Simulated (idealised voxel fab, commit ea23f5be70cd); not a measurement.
Process module under the name voxel wiring stack
Cross-section cut spans 275 nm and uses square cells 5 nm in size.
Square cells in a grid make up a cross-section in this document, and the grid is given as bands, listed from the top down, each one or more rows of cells. A band entry consists of two parts. The first gives the height of the band's top and the height of its bottom, in nm. The rest lists the band's materials from left to right, each with its width in nm. A single material labelled with the word "edge to edge" fills the band from edge to edge, and the word "blank" marks empty space. Heights from 0 (as-received wafer is one material below). Bottom band endless downward, as "0 and below". When a width is written as two numbers, as in "30..40", the first number is the width in the top row of cells of the band and the second is the width in its bottom row, and the width changes by the same amount from each row to the next. "stayed the same" (step): cross-section cells unchanged, all of them. Empty spaces counting at least 8 cells and having no open way to the top are listed in "Unvented cavities". The notation width x height at distance is used for each, the distance being from the left edge and all three values in nm. What comes after the settings on a step's line is commentary from the simulator itself on that step. Each step line may optionally specify "overlay nm", which for a step with a mask gives the rightward distance between the mask's planned place and where it lay, a negative value indicating the leftward direction.
These are the steps we planned for the process:
1,RECEIVE with material Si
2,CONFORMAL_DEP with material SiO2, thk nm 10
3,CONFORMAL_DEP with material SiN, thk nm 5
4,DIRECTIONAL_DEP with material lowk, thk nm 15
5,MASKED_ETCH with tone open, mask id METAL_1, width nm 30, pitch nm 60, etch materials lowk, depth nm 15, overlay nm 0
6,MASKED_ETCH with tone open, mask id METAL_1, width nm 30, pitch nm 60, etch materials SiN, depth nm 5, overlay nm 0
7,CONFORMAL_DEP with material TiN, thk nm 5
8,FILL_DEP with material W, thk nm 10
9,CMP with height nm 30
10,CONFORMAL_DEP with material SiCN, thk nm 5
11,DIRECTIONAL_DEP with material lowk, thk nm 10
12,DIRECTIONAL_DEP with material aC, thk nm 15
13,PATTERN with tone open, mask id PLUG_1, material resist, width nm 15, pitch nm 120, thk nm 35, overlay nm 0
14,DIRECTIONAL_ETCH with etch materials aC, depth nm 15
15,STRIP with etch materials resist
16,DIRECTIONAL_ETCH with etch materials lowk, depth nm 10
17,DIRECTIONAL_ETCH with etch materials SiCN, depth nm 5
18,STRIP with etch materials aC
19,CONFORMAL_DEP with material TiN, thk nm 5
20,FILL_DEP with material Ru, thk nm 5
21,CMP with height nm 45
22,DIRECTIONAL_DEP with material TiN, thk nm 5
23,DIRECTIONAL_DEP with material W, thk nm 15
24,MASKED_ETCH with tone cover, mask id METAL_2, width nm 30, pitch nm 60, etch materials W, depth nm 15, overlay nm 0
25,MASKED_ETCH with tone cover, mask id METAL_2, width nm 30, pitch nm 60, etch materials TiN, depth nm 5, overlay nm 0
26,CONFORMAL_DEP with material SiCN, thk nm 5
27,FILL_DEP with material SiO2, thk nm 5
28,CMP with height nm 65
29,CONFORMAL_DEP with material SiCN, thk nm 5
30,DIRECTIONAL_DEP with material SiO2, thk nm 25
31,DIRECTIONAL_DEP with material aC, thk nm 15
32,PATTERN with tone open, mask id METAL_3_HOLES, material resist, width nm 15, pitch nm 60, thk nm 35, overlay nm 0
33,DIRECTIONAL_ETCH with etch materials aC, depth nm 15
34,STRIP with etch materials resist
35,DIRECTIONAL_ETCH with etch materials SiO2, depth nm 25
36,STRIP with etch materials aC
37,DIRECTIONAL_DEP with material aC, thk nm 10
38,PATTERN with tone open, mask id METAL_3, material resist, width nm 30, pitch nm 60, thk nm 30, overlay nm 0
39,DIRECTIONAL_ETCH with etch materials aC, depth nm 10
40,STRIP with etch materials resist
41,DIRECTIONAL_ETCH with etch materials SiO2, depth nm 15
42,DIRECTIONAL_ETCH with etch materials SiCN, depth nm 5
43,STRIP with etch materials aC
44,CONFORMAL_DEP with material TiN, thk nm 5
45,FILL_DEP with material Cu, thk nm 5
46,CMP with height nm 95
47,CONFORMAL_DEP with material SiCN, thk nm 5
The cross-section here shows the wafer as received, i.e. in its state after step 1:
	0 and below | Si edge to edge
	Unvented cavities: none
Result of the module, cross-sectioned: start per above, plan per above, one error in how it was run:
	100 down to 95 | SiCN edge to edge
	95 down to 85 | SiO2 (30) | TiN (5) | Cu (20) | TiN (5) | SiO2 (30) | TiN (5) | Cu (20) | TiN (5) | SiO2 (30) | TiN (5) | Cu (20) | TiN (5) | SiO2 (30) | TiN (5) | Cu (20) | TiN (5) | SiO2 (35)
	85 down to 80 | SiO2 (30) | TiN (5) | Cu (5) | TiN (20) | SiO2 (30) | TiN (5) | Cu (5) | TiN (20) | SiO2 (30) | TiN (5) | Cu (5) | TiN (20) | SiO2 (30) | TiN (5) | Cu (5) | TiN (20) | SiO2 (35)
	80 down to 70 | SiO2 (30) | TiN (5) | Cu (5) | TiN (5) | SiO2 (45) | TiN (5) | Cu (5) | TiN (5) | SiO2 (45) | TiN (5) | Cu (5) | TiN (5) | SiO2 (45) | TiN (5) | Cu (5) | TiN (5) | SiO2 (50)
	70 down to 60 | SiCN (30) | TiN (15..30) | SiCN (45..30) | TiN (15..30) | SiCN (45..30) | TiN (15..30) | SiCN (45..30) | TiN (15..30) | SiCN (50..35)
	60 down to 45 | W edge to edge
	45 down to 35 | lowk (30) | TiN (5) | Ru (5) | TiN (5) | lowk (105) | TiN (5) | Ru (5) | TiN (5) | lowk (110)
	35 down to 30 | SiCN (30) | TiN (15) | SiCN (105) | TiN (15) | SiCN (110)
	30 down to 15 | lowk (30) | TiN (5) | W (20) | TiN (5) | lowk (30) | TiN (5) | W (20) | TiN (5) | lowk (30) | TiN (5) | W (20) | TiN (5) | lowk (30) | TiN (5) | W (20) | TiN (5) | lowk (35)
	15 down to 10 | SiN (30) | TiN (30) | SiN (30) | TiN (30) | SiN (30) | TiN (30) | SiN (30) | TiN (30) | SiN (35)
	10 down to 0 | SiO2 edge to edge
	0 and below | Si edge to edge
	Unvented cavities: none
Processing error: steps 22 and 23 run out of order (swapped)
